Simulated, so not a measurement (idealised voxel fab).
Process module under the name voxel trench capacitor
We display cut, a cross-section 210 nm in width whose square cells are each 5 nm.
When this document writes out a cross-section, it uses a grid of square cells and lists it as bands, beginning at the top and moving down, with a band standing for one or more rows of cells. First you get the band's top height and its bottom height, in nm, and then the materials it's made of, left to right, with each width in nm. If you see a single material with "throughout", that one covers the band edge to edge. "empty" is empty space. Height datum 0, below which the as-received substrate wafer is one material. Lowest band open at the bottom, running downward: "from 0 down". It should be noted that a width expressed as "30..40" varies in equal increments from row to row of cells within the band, taking the value of the first number at the top row and that of the second number at the bottom row. "all unchanged" means the step left every cell of the cross-section as it was. Listed in "Closed void listing": every empty space of 8 or more cells without an open way to the top. Form: width x height at distance, the distance being from the left edge, all in nm. What comes after the settings on a step's line is commentary from the simulator itself on that step. A step line may carry the setting "overlay nm", which, for steps involving a mask, states the distance by which the mask lay to the right of its intended position; negative values denote displacement to the left. In what follows, pairs of cross-sections are presented, each taken before and after one process step, with the after cross-section shown only down to the lowest band that was altered; the step, together with its settings, is stated below the pair. The pairs may stem from different runs of this module on the same starting wafer; accordingly, a pair should be taken as continuing from the one above it solely where its entry headed "Pre-step" indicates as much.
## Pre-step
* from 0 down | Si throughout
* Closed void listing: none
## Resulting Cross-Section
* from 5 to 0 | SiN throughout
* At heights below 0, the structure remains unaltered.
* Closed void listing: none
Name the step between the before and after sections above: CONFORMAL_DEP with material SiN, thk nm 5
Pre-step: just use the after drawing of the pair above as your starting point.
## Resulting Cross-Section
* from 5 to 0 | 30 of SiN  30 of empty  30 of SiN  30 of empty  30 of SiN  30 of empty  30 of SiN
* At heights below 0, the structure remains unaltered.
* Closed void listing: none
Name the step between the before and after sections above: MASKED_ETCH with tone open, mask id TRENCH, width nm 30, pitch nm 60, etch materials SiN, depth nm 5, overlay nm 0
Pre-step: just use the after drawing of the pair above as your starting point.
## Resulting Cross-Section
* from 5 to 0 | 30 of SiN  30 of empty  30 of SiN  30 of empty  30 of SiN  30 of empty  30 of SiN
* from 0 to -30 | 30 of Si  30 of empty  30 of Si  30 of empty  30 of Si  30 of empty  30 of Si
* At heights below -30, the structure remains unaltered.
* Closed void listing: none
Name the step between the before and after sections above: MASKED_ETCH with tone open, mask id TRENCH, width nm 30, pitch nm 60, etch materials Si, depth nm 30, overlay nm 0
Pre-step: just use the after drawing of the pair above as your starting point.
## Resulting Cross-Section
* from 10 to 5 | 35 of Al2O3  20 of empty  40 of Al2O3  20 of empty  40 of Al2O3  20 of empty  35 of Al2O3
* from 5 to 0 | 30 of SiN  5 of Al2O3  20 of empty  5 of Al2O3  30 of SiN  5 of Al2O3  20 of empty  5 of Al2O3  30 of SiN  5 of Al2O3  20 of empty  5 of Al2O3  30 of SiN
* from 0 to -25 | 30 of Si  5 of Al2O3  20 of empty  5 of Al2O3  30 of Si  5 of Al2O3  20 of empty  5 of Al2O3  30 of Si  5 of Al2O3  20 of empty  5 of Al2O3  30 of Si
* from -25 to -30 | 30 of Si  30 of Al2O3  30 of Si  30 of Al2O3  30 of Si  30 of Al2O3  30 of Si
* At heights below -30, the structure remains unaltered.
* Closed void listing: none
Name the step between the before and after sections above: CONFORMAL_DEP with material Al2O3, thk nm 5
Pre-step: just use the after drawing of the pair above as your starting point.
## Resulting Cross-Section
* from 15 to 10 | 40 of TiN  10 of empty  50 of TiN  10 of empty  50 of TiN  10 of empty  40 of TiN
* from 10 to 5 | 35 of Al2O3  5 of TiN  10 of empty  5 of TiN  40 of Al2O3  5 of TiN  10 of empty  5 of TiN  40 of Al2O3  5 of TiN  10 of empty  5 of TiN  35 of Al2O3
* from 5 to 0 | 30 of SiN  5 of Al2O3  5 of TiN  10 of empty  5 of TiN  5 of Al2O3  30 of SiN  5 of Al2O3  5 of TiN  10 of empty  5 of TiN  5 of Al2O3  30 of SiN  5 of Al2O3  5 of TiN  10 of empty  5 of TiN  5 of Al2O3  30 of SiN
* from 0 to -20 | 30 of Si  5 of Al2O3  5 of TiN  10 of empty  5 of TiN  5 of Al2O3  30 of Si  5 of Al2O3  5 of TiN  10 of empty  5 of TiN  5 of Al2O3  30 of Si  5 of Al2O3  5 of TiN  10 of empty  5 of TiN  5 of Al2O3  30 of Si
* from -20 to -25 | 30 of Si  5 of Al2O3  20 of TiN  5 of Al2O3  30 of Si  5 of Al2O3  20 of TiN  5 of Al2O3  30 of Si  5 of Al2O3  20 of TiN  5 of Al2O3  30 of Si
* At heights below -25, the structure remains unaltered.
* Closed void listing: none
Name the step between the before and after sections above: CONFORMAL_DEP with material TiN, thk nm 5
Pre-step: just use the after drawing of the pair above as your starting point.
## Resulting Cross-Section
* from 25 to 15 | W throughout
* from 15 to 10 | 40 of TiN  10 of W  50 of TiN  10 of W  50 of TiN  10 of W  40 of TiN
* from 10 to 5 | 35 of Al2O3  5 of TiN  10 of W  5 of TiN  40 of Al2O3  5 of TiN  10 of W  5 of TiN  40 of Al2O3  5 of TiN  10 of W  5 of TiN  35 of Al2O3
* from 5 to 0 | 30 of SiN  5 of Al2O3  5 of TiN  10 of W  5 of TiN  5 of Al2O3  30 of SiN  5 of Al2O3  5 of TiN  10 of W  5 of TiN  5 of Al2O3  30 of SiN  5 of Al2O3  5 of TiN  10 of W  5 of TiN  5 of Al2O3  30 of SiN
* from 0 to -20 | 30 of Si  5 of Al2O3  5 of TiN  10 of W  5 of TiN  5 of Al2O3  30 of Si  5 of Al2O3  5 of TiN  10 of W  5 of TiN  5 of Al2O3  30 of Si  5 of Al2O3  5 of TiN  10 of W  5 of TiN  5 of Al2O3  30 of Si
* At heights below -20, the structure remains unaltered.
* Closed void listing: none
Name the step between the before and after sections above: FILL_DEP with material W, thk nm 10
Pre-step: just use the after drawing of the pair above as your starting point.
## Resulting Cross-Section
* from 5 to 0 | 30 of SiN  5 of Al2O3  5 of TiN  10 of W  5 of TiN  5 of Al2O3  30 of SiN  5 of Al2O3  5 of TiN  10 of W  5 of TiN  5 of Al2O3  30 of SiN  5 of Al2O3  5 of TiN  10 of W  5 of TiN  5 of Al2O3  30 of SiN
* At heights below 0, the structure remains unaltered.
* Closed void listing: none
Name the step between the before and after sections above: CMP with height nm 5
## Pre-step
* from 5 to 0 | 30 of SiN  30 of empty  30 of SiN  30 of empty  30 of SiN  30 of empty  30 of SiN
* from 0 to -30 | 30 of Si  30 of empty  30 of Si  30 of empty  30 of Si  30 of empty  30 of Si
* from -30 down | Si throughout
* Closed void listing: none
## Resulting Cross-Section
* from 10 to 5 | 35 of TiN  20 of empty  40 of TiN  20 of empty  40 of TiN  20 of empty  35 of TiN
* from 5 to 0 | 30 of SiN  5 of TiN  20 of empty  5 of TiN  30 of SiN  5 of TiN  20 of empty  5 of TiN  30 of SiN  5 of TiN  20 of empty  5 of TiN  30 of SiN
* from 0 to -25 | 30 of Si  5 of TiN  20 of empty  5 of TiN  30 of Si  5 of TiN  20 of empty  5 of TiN  30 of Si  5 of TiN  20 of empty  5 of TiN  30 of Si
* from -25 to -30 | 30 of Si  30 of TiN  30 of Si  30 of TiN  30 of Si  30 of TiN  30 of Si
* At heights below -30, the structure remains unaltered.
* Closed void listing: none
Name the step between the before and after sections above: CONFORMAL_DEP with material TiN, thk nm 5
Pre-step: just use the after drawing of the pair above as your starting point.
## Resulting Cross-Section
* from 20 to 10 | W throughout
* from 10 to 5 | 35 of TiN  20 of W  40 of TiN  20 of W  40 of TiN  20 of W  35 of TiN
* from 5 to 0 | 30 of SiN  5 of TiN  20 of W  5 of TiN  30 of SiN  5 of TiN  20 of W  5 of TiN  30 of SiN  5 of TiN  20 of W  5 of TiN  30 of SiN
* from 0 to -25 | 30 of Si  5 of TiN  20 of W  5 of TiN  30 of Si  5 of TiN  20 of W  5 of TiN  30 of Si  5 of TiN  20 of W  5 of TiN  30 of Si
* At heights below -25, the structure remains unaltered.
* Closed void listing: none
Name the step between the before and after sections above: FILL_DEP with material W, thk nm 10
Pre-step: just use the after drawing of the pair above as your starting point.
## Resulting Cross-Section
* from 5 to 0 | 30 of SiN  5 of TiN  20 of W  5 of TiN  30 of SiN  5 of TiN  20 of W  5 of TiN  30 of SiN  5 of TiN  20 of W  5 of TiN  30 of SiN
* At heights below 0, the structure remains unaltered.
* Closed void listing: none
Name the step between the before and after sections above: CMP with height nm 5
## Pre-step
* from 5 to 0 | 30 of SiN  30 of empty  30 of SiN  30 of empty  30 of SiN  30 of empty  30 of SiN
* from 0 to -30 | 30 of Si  30 of empty  30 of Si  30 of empty  30 of Si  30 of empty  30 of Si
* from -30 down | Si throughout
* Closed void listing: none
## Resulting Cross-Section
* from 5 to 0 | 30 of SiN  30 of empty  30 of SiN  30 of empty  30 of SiN  30 of empty  30 of SiN
* from 0 to -60 | 30 of Si  30 of empty  30 of Si  30 of empty  30 of Si  30 of empty  30 of Si
* At heights below -60, the structure remains unaltered.
* Closed void listing: none
Name the step between the before and after sections above: MASKED_ETCH with tone open, mask id TRENCH, width nm 30, pitch nm 60, etch materials Si, depth nm 30, overlay nm 0
Pre-step: just use the after drawing of the pair above as your starting point.
## Resulting Cross-Section
* from 10 to 5 | 35 of Al2O3  20 of empty  40 of Al2O3  20 of empty  40 of Al2O3  20 of empty  35 of Al2O3
* from 5 to 0 | 30 of SiN  5 of Al2O3  20 of empty  5 of Al2O3  30 of SiN  5 of Al2O3  20 of empty  5 of Al2O3  30 of SiN  5 of Al2O3  20 of empty  5 of Al2O3  30 of SiN
* from 0 to -55 | 30 of Si  5 of Al2O3  20 of empty  5 of Al2O3  30 of Si  5 of Al2O3  20 of empty  5 of Al2O3  30 of Si  5 of Al2O3  20 of empty  5 of Al2O3  30 of Si
* from -55 to -60 | 30 of Si  30 of Al2O3  30 of Si  30 of Al2O3  30 of Si  30 of Al2O3  30 of Si
* At heights below -60, the structure remains unaltered.
* Closed void listing: none
Name the step between the before and after sections above: CONFORMAL_DEP with material Al2O3, thk nm 5
Pre-step: just use the after drawing of the pair above as your starting point.
## Resulting Cross-Section
* from 15 to 10 | 40 of TiN  10 of empty  50 of TiN  10 of empty  50 of TiN  10 of empty  40 of TiN
* from 10 to 5 | 35 of Al2O3  5 of TiN  10 of empty  5 of TiN  40 of Al2O3  5 of TiN  10 of empty  5 of TiN  40 of Al2O3  5 of TiN  10 of empty  5 of TiN  35 of Al2O3
* from 5 to 0 | 30 of SiN  5 of Al2O3  5 of TiN  10 of empty  5 of TiN  5 of Al2O3  30 of SiN  5 of Al2O3  5 of TiN  10 of empty  5 of TiN  5 of Al2O3  30 of SiN  5 of Al2O3  5 of TiN  10 of empty  5 of TiN  5 of Al2O3  30 of SiN
* from 0 to -50 | 30 of Si  5 of Al2O3  5 of TiN  10 of empty  5 of TiN  5 of Al2O3  30 of Si  5 of Al2O3  5 of TiN  10 of empty  5 of TiN  5 of Al2O3  30 of Si  5 of Al2O3  5 of TiN  10 of empty  5 of TiN  5 of Al2O3  30 of Si
* from -50 to -55 | 30 of Si  5 of Al2O3  20 of TiN  5 of Al2O3  30 of Si  5 of Al2O3  20 of TiN  5 of Al2O3  30 of Si  5 of Al2O3  20 of TiN  5 of Al2O3  30 of Si
* At heights below -55, the structure remains unaltered.
* Closed void listing: none
Name the step between the before and after sections above: CONFORMAL_DEP with material TiN, thk nm 5
Pre-step: just use the after drawing of the pair above as your starting point.
## Resulting Cross-Section
* from 25 to 15 | W throughout
* from 15 to 10 | 40 of TiN  10 of W  50 of TiN  10 of W  50 of TiN  10 of W  40 of TiN
* from 10 to 5 | 35 of Al2O3  5 of TiN  10 of W  5 of TiN  40 of Al2O3  5 of TiN  10 of W  5 of TiN  40 of Al2O3  5 of TiN  10 of W  5 of TiN  35 of Al2O3
* from 5 to 0 | 30 of SiN  5 of Al2O3  5 of TiN  10 of W  5 of TiN  5 of Al2O3  30 of SiN  5 of Al2O3  5 of TiN  10 of W  5 of TiN  5 of Al2O3  30 of SiN  5 of Al2O3  5 of TiN  10 of W  5 of TiN  5 of Al2O3  30 of SiN
* from 0 to -50 | 30 of Si  5 of Al2O3  5 of TiN  10 of W  5 of TiN  5 of Al2O3  30 of Si  5 of Al2O3  5 of TiN  10 of W  5 of TiN  5 of Al2O3  30 of Si  5 of Al2O3  5 of TiN  10 of W  5 of TiN  5 of Al2O3  30 of Si
* At heights below -50, the structure remains unaltered.
* Closed void listing: none
Name the step between the before and after sections above: FILL_DEP with material W, thk nm 10
Pre-step: just use the after drawing of the pair above as your starting point.
## Resulting Cross-Section
* from 5 to 0 | 30 of SiN  5 of Al2O3  5 of TiN  10 of W  5 of TiN  5 of Al2O3  30 of SiN  5 of Al2O3  5 of TiN  10 of W  5 of TiN  5 of Al2O3  30 of SiN  5 of Al2O3  5 of TiN  10 of W  5 of TiN  5 of Al2O3  30 of SiN
* At heights below 0, the structure remains unaltered.
* Closed void listing: none
Name the step between the before and after sections above: CMP with height nm 5
## Pre-step
* from 10 to 5 | 35 of TiN  20 of empty  40 of TiN  20 of empty  40 of TiN  20 of empty  35 of TiN
* from 5 to 0 | 30 of SiN  5 of TiN  20 of empty  5 of TiN  30 of SiN  5 of TiN  20 of empty  5 of TiN  30 of SiN  5 of TiN  20 of empty  5 of TiN  30 of SiN
* from 0 to -25 | 30 of Si  5 of TiN  20 of empty  5 of TiN  30 of Si  5 of TiN  20 of empty  5 of TiN  30 of Si  5 of TiN  20 of empty  5 of TiN  30 of Si
* from -25 to -30 | 30 of Si  30 of TiN  30 of Si  30 of TiN  30 of Si  30 of TiN  30 of Si
* from -30 down | Si throughout
* Closed void listing: none
## Resulting Cross-Section
* from 15 to 10 | 40 of Al2O3  10 of empty  50 of Al2O3  10 of empty  50 of Al2O3  10 of empty  40 of Al2O3
* from 10 to 5 | 35 of TiN  5 of Al2O3  10 of empty  5 of Al2O3  40 of TiN  5 of Al2O3  10 of empty  5 of Al2O3  40 of TiN  5 of Al2O3  10 of empty  5 of Al2O3  35 of TiN
* from 5 to 0 | 30 of SiN  5 of TiN  5 of Al2O3  10 of empty  5 of Al2O3  5 of TiN  30 of SiN  5 of TiN  5 of Al2O3  10 of empty  5 of Al2O3  5 of TiN  30 of SiN  5 of TiN  5 of Al2O3  10 of empty  5 of Al2O3  5 of TiN  30 of SiN
* from 0 to -20 | 30 of Si  5 of TiN  5 of Al2O3  10 of empty  5 of Al2O3  5 of TiN  30 of Si  5 of TiN  5 of Al2O3  10 of empty  5 of Al2O3  5 of TiN  30 of Si  5 of TiN  5 of Al2O3  10 of empty  5 of Al2O3  5 of TiN  30 of Si
* from -20 to -25 | 30 of Si  5 of TiN  20 of Al2O3  5 of TiN  30 of Si  5 of TiN  20 of Al2O3  5 of TiN  30 of Si  5 of TiN  20 of Al2O3  5 of TiN  30 of Si
* At heights below -25, the structure remains unaltered.
* Closed void listing: none
Name the step between the before and after sections above: CONFORMAL_DEP with material Al2O3, thk nm 5
Pre-step: just use the after drawing of the pair above as your starting point.
## Resulting Cross-Section
* from 25 to 15 | W throughout
* from 15 to 10 | 40 of Al2O3  10 of W  50 of Al2O3  10 of W  50 of Al2O3  10 of W  40 of Al2O3
* from 10 to 5 | 35 of TiN  5 of Al2O3  10 of W  5 of Al2O3  40 of TiN  5 of Al2O3  10 of W  5 of Al2O3  40 of TiN  5 of Al2O3  10 of W  5 of Al2O3  35 of TiN
* from 5 to 0 | 30 of SiN  5 of TiN  5 of Al2O3  10 of W  5 of Al2O3  5 of TiN  30 of SiN  5 of TiN  5 of Al2O3  10 of W  5 of Al2O3  5 of TiN  30 of SiN  5 of TiN  5 of Al2O3  10 of W  5 of Al2O3  5 of TiN  30 of SiN
* from 0 to -20 | 30 of Si  5 of TiN  5 of Al2O3  10 of W  5 of Al2O3  5 of TiN  30 of Si  5 of TiN  5 of Al2O3  10 of W  5 of Al2O3  5 of TiN  30 of Si  5 of TiN  5 of Al2O3  10 of W  5 of Al2O3  5 of TiN  30 of Si
* At heights below -20, the structure remains unaltered.
* Closed void listing: none
Name the step between the before and after sections above: FILL_DEP with material W, thk nm 10
Pre-step: just use the after drawing of the pair above as your starting point.
## Resulting Cross-Section
* from 5 to 0 | 30 of SiN  5 of TiN  5 of Al2O3  10 of W  5 of Al2O3  5 of TiN  30 of SiN  5 of TiN  5 of Al2O3  10 of W  5 of Al2O3  5 of TiN  30 of SiN  5 of TiN  5 of Al2O3  10 of W  5 of Al2O3  5 of TiN  30 of SiN
* At heights below 0, the structure remains unaltered.
* Closed void listing: none
Name the step between the before and after sections above: CMP with height nm 5
## Pre-step
* from 25 to 15 | W throughout
* from 15 to 10 | 40 of TiN  10 of W  50 of TiN  10 of W  50 of TiN  10 of W  40 of TiN
* from 10 to 5 | 35 of Al2O3  5 of TiN  10 of W  5 of TiN  40 of Al2O3  5 of TiN  10 of W  5 of TiN  40 of Al2O3  5 of TiN  10 of W  5 of TiN  35 of Al2O3
* from 5 to 0 | 30 of SiN  5 of Al2O3  5 of TiN  10 of W  5 of TiN  5 of Al2O3  30 of SiN  5 of Al2O3  5 of TiN  10 of W  5 of TiN  5 of Al2O3  30 of SiN  5 of Al2O3  5 of TiN  10 of W  5 of TiN  5 of Al2O3  30 of SiN
* from 0 to -20 | 30 of Si  5 of Al2O3  5 of TiN  10 of W  5 of TiN  5 of Al2O3  30 of Si  5 of Al2O3  5 of TiN  10 of W  5 of TiN  5 of Al2O3  30 of Si  5 of Al2O3  5 of TiN  10 of W  5 of TiN  5 of Al2O3  30 of Si
* from -20 to -25 | 30 of Si  5 of Al2O3  20 of TiN  5 of Al2O3  30 of Si  5 of Al2O3  20 of TiN  5 of Al2O3  30 of Si  5 of Al2O3  20 of TiN  5 of Al2O3  30 of Si
* from -25 to -30 | 30 of Si  30 of Al2O3  30 of Si  30 of Al2O3  30 of Si  30 of Al2O3  30 of Si
* from -30 down | Si throughout
* Closed void listing: none
## Resulting Cross-Section
* from -5 to -20 | 30 of Si  5 of Al2O3  5 of TiN  10 of W  5 of TiN  5 of Al2O3  30 of Si  5 of Al2O3  5 of TiN  10 of W  5 of TiN  5 of Al2O3  30 of Si  5 of Al2O3  5 of TiN  10 of W  5 of TiN  5 of Al2O3  30 of Si
* At heights below -20, the structure remains unaltered.
* Closed void listing: none
Name the step between the before and after sections above: CMP with height nm -5
## Pre-step
* from 5 to 0 | 30 of SiN  30 of empty  30 of SiN  30 of empty  30 of SiN  30 of empty  30 of SiN
* from 0 down | Si throughout
* Closed void listing: none
## Resulting Cross-Section
* from 5 to 0 | 30 of SiN  30 of empty  30 of SiN  30 of empty  30 of SiN  30 of empty  30 of SiN
* from 0 to -30 | 35 of Si  20 of empty  40 of Si  20 of empty  40 of Si  20 of empty  35 of Si
* At heights below -30, the structure remains unaltered.
* Closed void listing: none
Name the step between the before and after sections above: MASKED_ETCH with tone open, mask id TRENCH, width nm 20, pitch nm 60, etch materials Si, depth nm 30, overlay nm 0
Pre-step: just use the after drawing of the pair above as your starting point.
## Resulting Cross-Section
* from 10 to 5 | 35 of Al2O3  20 of empty  40 of Al2O3  20 of empty  40 of Al2O3  20 of empty  35 of Al2O3
* from 5 to 0 | 30 of SiN  10 of Al2O3  10 of empty  10 of Al2O3  30 of SiN  10 of Al2O3  10 of empty  10 of Al2O3  30 of SiN  10 of Al2O3  10 of empty  10 of Al2O3  30 of SiN
* from 0 to -25 | 35 of Si  5 of Al2O3  10 of empty  5 of Al2O3  40 of Si  5 of Al2O3  10 of empty  5 of Al2O3  40 of Si  5 of Al2O3  10 of empty  5 of Al2O3  35 of Si
* from -25 to -30 | 35 of Si  20 of Al2O3  40 of Si  20 of Al2O3  40 of Si  20 of Al2O3  35 of Si
* At heights below -30, the structure remains unaltered.
* Closed void listing: none
Name the step between the before and after sections above: CONFORMAL_DEP with material Al2O3, thk nm 5
Pre-step: just use the after drawing of the pair above as your starting point.
## Resulting Cross-Section
* from 15 to 10 | 40 of TiN  10 of empty  50 of TiN  10 of empty  50 of TiN  10 of empty  40 of TiN
* from 10 to 5 | 35 of Al2O3  20 of TiN  40 of Al2O3  20 of TiN  40 of Al2O3  20 of TiN  35 of Al2O3
* from 5 to 0 | 30 of SiN  10 of Al2O3  10 of TiN  10 of Al2O3  30 of SiN  10 of Al2O3  10 of TiN  10 of Al2O3  30 of SiN  10 of Al2O3  10 of TiN  10 of Al2O3  30 of SiN
* from 0 to -25 | 35 of Si  5 of Al2O3  10 of TiN  5 of Al2O3  40 of Si  5 of Al2O3  10 of TiN  5 of Al2O3  40 of Si  5 of Al2O3  10 of TiN  5 of Al2O3  35 of Si
* At heights below -25, the structure remains unaltered.
* Closed void listing: none
Name the step between the before and after sections above: CONFORMAL_DEP with material TiN, thk nm 5
Pre-step: just use the after drawing of the pair above as your starting point.
## Resulting Cross-Section
* from 25 to 15 | W throughout
* from 15 to 10 | 40 of TiN  10 of W  50 of TiN  10 of W  50 of TiN  10 of W  40 of TiN
* At heights below 10, the structure remains unaltered.
* Closed void listing: none
Name the step between the before and after sections above: FILL_DEP with material W, thk nm 10
Pre-step: just use the after drawing of the pair above as your starting point.
## Resulting Cross-Section
* from 5 to 0 | 30 of SiN  10 of Al2O3  10 of TiN  10 of Al2O3  30 of SiN  10 of Al2O3  10 of TiN  10 of Al2O3  30 of SiN  10 of Al2O3  10 of TiN  10 of Al2O3  30 of SiN
* At heights below 0, the structure remains unaltered.
* Closed void listing: none
Name the step between the before and after sections above: CMP with height nm 5
## Pre-step
* from 5 to 0 | SiN throughout
* from 0 down | Si throughout
* Closed void listing: none
## Resulting Cross-Section
* from 5 to 0 | 25 of SiN  30 of empty  30 of SiN  30 of empty  30 of SiN  30 of empty  35 of SiN
* At heights below 0, the structure remains unaltered.
* Closed void listing: none
Name the step between the before and after sections above: MASKED_ETCH with tone open, mask id TRENCH, width nm 30, pitch nm 60, etch materials SiN, depth nm 5, overlay nm -5
Pre-step: just use the after drawing of the pair above as your starting point.
## Resulting Cross-Section
* from 5 to 0 | 25 of SiN  30 of empty  30 of SiN  30 of empty  30 of SiN  30 of empty  35 of SiN
* from 0 to -30 | 30 of Si  25 of empty  35 of Si  25 of empty  35 of Si  25 of empty  35 of Si
* At heights below -30, the structure remains unaltered.
* Closed void listing: none
Name the step between the before and after sections above: MASKED_ETCH with tone open, mask id TRENCH, width nm 30, pitch nm 60, etch materials Si, depth nm 30, overlay nm 0
Pre-step: just use the after drawing of the pair above as your starting point.
## Resulting Cross-Section
* from 10 to 5 | 30 of Al2O3  20 of empty  40 of Al2O3  20 of empty  40 of Al2O3  20 of empty  40 of Al2O3
* from 5 to 0 | 25 of SiN  10 of Al2O3  15 of empty  5 of Al2O3  30 of SiN  10 of Al2O3  15 of empty  5 of Al2O3  30 of SiN  10 of Al2O3  15 of empty  5 of Al2O3  35 of SiN
* from 0 to -25 | 30 of Si  5 of Al2O3  15 of empty  5 of Al2O3  35 of Si  5 of Al2O3  15 of empty  5 of Al2O3  35 of Si  5 of Al2O3  15 of empty  5 of Al2O3  35 of Si
* from -25 to -30 | 30 of Si  25 of Al2O3  35 of Si  25 of Al2O3  35 of Si  25 of Al2O3  35 of Si
* At heights below -30, the structure remains unaltered.
* Closed void listing: none
Name the step between the before and after sections above: CONFORMAL_DEP with material Al2O3, thk nm 5
Pre-step: just use the after drawing of the pair above as your starting point.
## Resulting Cross-Section
* from 15 to 10 | 35 of TiN  10 of empty  50 of TiN  10 of empty  50 of TiN  10 of empty  45 of TiN
* from 10 to 5 | 30 of Al2O3  10 of TiN  5 of empty  5 of TiN  40 of Al2O3  10 of TiN  5 of empty  5 of TiN  40 of Al2O3  10 of TiN  5 of empty  5 of TiN  40 of Al2O3
* from 5 to 0 | 25 of SiN  10 of Al2O3  5 of TiN  5 of empty  5 of TiN  5 of Al2O3  30 of SiN  10 of Al2O3  5 of TiN  5 of empty  5 of TiN  5 of Al2O3  30 of SiN  10 of Al2O3  5 of TiN  5 of empty  5 of TiN  5 of Al2O3  35 of SiN
* from 0 to -20 | 30 of Si  5 of Al2O3  5 of TiN  5 of empty  5 of TiN  5 of Al2O3  35 of Si  5 of Al2O3  5 of TiN  5 of empty  5 of TiN  5 of Al2O3  35 of Si  5 of Al2O3  5 of TiN  5 of empty  5 of TiN  5 of Al2O3  35 of Si
* from -20 to -25 | 30 of Si  5 of Al2O3  15 of TiN  5 of Al2O3  35 of Si  5 of Al2O3  15 of TiN  5 of Al2O3  35 of Si  5 of Al2O3  15 of TiN  5 of Al2O3  35 of Si
* At heights below -25, the structure remains unaltered.
* Closed void listing: none
Name the step between the before and after sections above: CONFORMAL_DEP with material TiN, thk nm 5
Pre-step: just use the after drawing of the pair above as your starting point.
## Resulting Cross-Section
* from 25 to 15 | W throughout
* from 15 to 10 | 35 of TiN  10 of W  50 of TiN  10 of W  50 of TiN  10 of W  45 of TiN
* from 10 to 5 | 30 of Al2O3  10 of TiN  5 of W  5 of TiN  40 of Al2O3  10 of TiN  5 of W  5 of TiN  40 of Al2O3  10 of TiN  5 of W  5 of TiN  40 of Al2O3
* from 5 to 0 | 25 of SiN  10 of Al2O3  5 of TiN  5 of W  5 of TiN  5 of Al2O3  30 of SiN  10 of Al2O3  5 of TiN  5 of W  5 of TiN  5 of Al2O3  30 of SiN  10 of Al2O3  5 of TiN  5 of W  5 of TiN  5 of Al2O3  35 of SiN
* from 0 to -20 | 30 of Si  5 of Al2O3  5 of TiN  5 of W  5 of TiN  5 of Al2O3  35 of Si  5 of Al2O3  5 of TiN  5 of W  5 of TiN  5 of Al2O3  35 of Si  5 of Al2O3  5 of TiN  5 of W  5 of TiN  5 of Al2O3  35 of Si
* At heights below -20, the structure remains unaltered.
* Closed void listing: none
Name the step between the before and after sections above: FILL_DEP with material W, thk nm 10
Pre-step: just use the after drawing of the pair above as your starting point.
## Resulting Cross-Section
* from 5 to 0 | 25 of SiN  10 of Al2O3  5 of TiN  5 of W  5 of TiN  5 of Al2O3  30 of SiN  10 of Al2O3  5 of TiN  5 of W  5 of TiN  5 of Al2O3  30 of SiN  10 of Al2O3  5 of TiN  5 of W  5 of TiN  5 of Al2O3  35 of SiN
* At heights below 0, the structure remains unaltered.
* Closed void listing: none
Name the step between the before and after sections above: CMP with height nm 5
## Pre-step
* from 10 to 5 | 35 of TiN  20 of empty  40 of TiN  20 of empty  40 of TiN  20 of empty  35 of TiN
* from 5 to 0 | 30 of SiN  5 of TiN  20 of empty  5 of TiN  30 of SiN  5 of TiN  20 of empty  5 of TiN  30 of SiN  5 of TiN  20 of empty  5 of TiN  30 of SiN
* from 0 to -25 | 30 of Si  5 of TiN  20 of empty  5 of TiN  30 of Si  5 of TiN  20 of empty  5 of TiN  30 of Si  5 of TiN  20 of empty  5 of TiN  30 of Si
* from -25 to -30 | 30 of Si  30 of TiN  30 of Si  30 of TiN  30 of Si  30 of TiN  30 of Si
* from -30 down | Si throughout
* Closed void listing: none
## Resulting Cross-Section
* from 15 to 5 | 40 of TiN  10 of empty  50 of TiN  10 of empty  50 of TiN  10 of empty  40 of TiN
* from 5 to 0 | 30 of SiN  10 of TiN  10 of empty  10 of TiN  30 of SiN  10 of TiN  10 of empty  10 of TiN  30 of SiN  10 of TiN  10 of empty  10 of TiN  30 of SiN
* from 0 to -20 | 30 of Si  10 of TiN  10 of empty  10 of TiN  30 of Si  10 of TiN  10 of empty  10 of TiN  30 of Si  10 of TiN  10 of empty  10 of TiN  30 of Si
* from -20 to -30 | 30 of Si  30 of TiN  30 of Si  30 of TiN  30 of Si  30 of TiN  30 of Si
* At heights below -30, the structure remains unaltered.
* Closed void listing: none
Name the step between the before and after sections above: CONFORMAL_DEP with material TiN, thk nm 5
Pre-step: just use the after drawing of the pair above as your starting point.
## Resulting Cross-Section
* from 25 to 15 | W throughout
* from 15 to 5 | 40 of TiN  10 of W  50 of TiN  10 of W  50 of TiN  10 of W  40 of TiN
* from 5 to 0 | 30 of SiN  10 of TiN  10 of W  10 of TiN  30 of SiN  10 of TiN  10 of W  10 of TiN  30 of SiN  10 of TiN  10 of W  10 of TiN  30 of SiN
* from 0 to -20 | 30 of Si  10 of TiN  10 of W  10 of TiN  30 of Si  10 of TiN  10 of W  10 of TiN  30 of Si  10 of TiN  10 of W  10 of TiN  30 of Si
* At heights below -20, the structure remains unaltered.
* Closed void listing: none
Name the step between the before and after sections above: FILL_DEP with material W, thk nm 10
Pre-step: just use the after drawing of the pair above as your starting point.
## Resulting Cross-Section
* from 5 to 0 | 30 of SiN  10 of TiN  10 of W  10 of TiN  30 of SiN  10 of TiN  10 of W  10 of TiN  30 of SiN  10 of TiN  10 of W  10 of TiN  30 of SiN
* At heights below 0, the structure remains unaltered.
* Closed void listing: none
Name the step between the before and after sections above: CMP with height nm 5
## Pre-step
* from 5 to 0 | SiN throughout
* from 0 down | Si throughout
* Closed void listing: none
## Resulting Cross-Section
* from 5 to 0 | 30 of empty  30 of SiN  30 of empty  30 of SiN  30 of empty  30 of SiN  30 of empty
* At heights below 0, the structure remains unaltered.
* Closed void listing: none
Name the step between the before and after sections above: MASKED_ETCH with tone cover, mask id TRENCH, width nm 30, pitch nm 60, etch materials SiN, depth nm 5, overlay nm 0
Pre-step: just use the after drawing of the pair above as your starting point.
## Resulting Cross-Section
* from 10 to 5 | 25 of empty  40 of Al2O3  20 of empty  40 of Al2O3  20 of empty  40 of Al2O3  25 of empty
* from 5 to 0 | 30 of Al2O3  30 of SiN  30 of Al2O3  30 of SiN  30 of Al2O3  30 of SiN  30 of Al2O3
* At heights below 0, the structure remains unaltered.
* Closed void listing: none
Name the step between the before and after sections above: CONFORMAL_DEP with material Al2O3, thk nm 5
Pre-step: just use the after drawing of the pair above as your starting point.
## Resulting Cross-Section
* from 15 to 10 | 20 of empty  50 of TiN  10 of empty  50 of TiN  10 of empty  50 of TiN  20 of empty
* from 10 to 5 | 25 of TiN  40 of Al2O3  20 of TiN  40 of Al2O3  20 of TiN  40 of Al2O3  25 of TiN
* At heights below 5, the structure remains unaltered.
* Closed void listing: none
Name the step between the before and after sections above: CONFORMAL_DEP with material TiN, thk nm 5
Pre-step: just use the after drawing of the pair above as your starting point.
## Resulting Cross-Section
* from 25 to 15 | W throughout
* from 15 to 10 | 20 of W  50 of TiN  10 of W  50 of TiN  10 of W  50 of TiN  20 of W
* At heights below 10, the structure remains unaltered.
* Closed void listing: none
Name the step between the before and after sections above: FILL_DEP with material W, thk nm 10
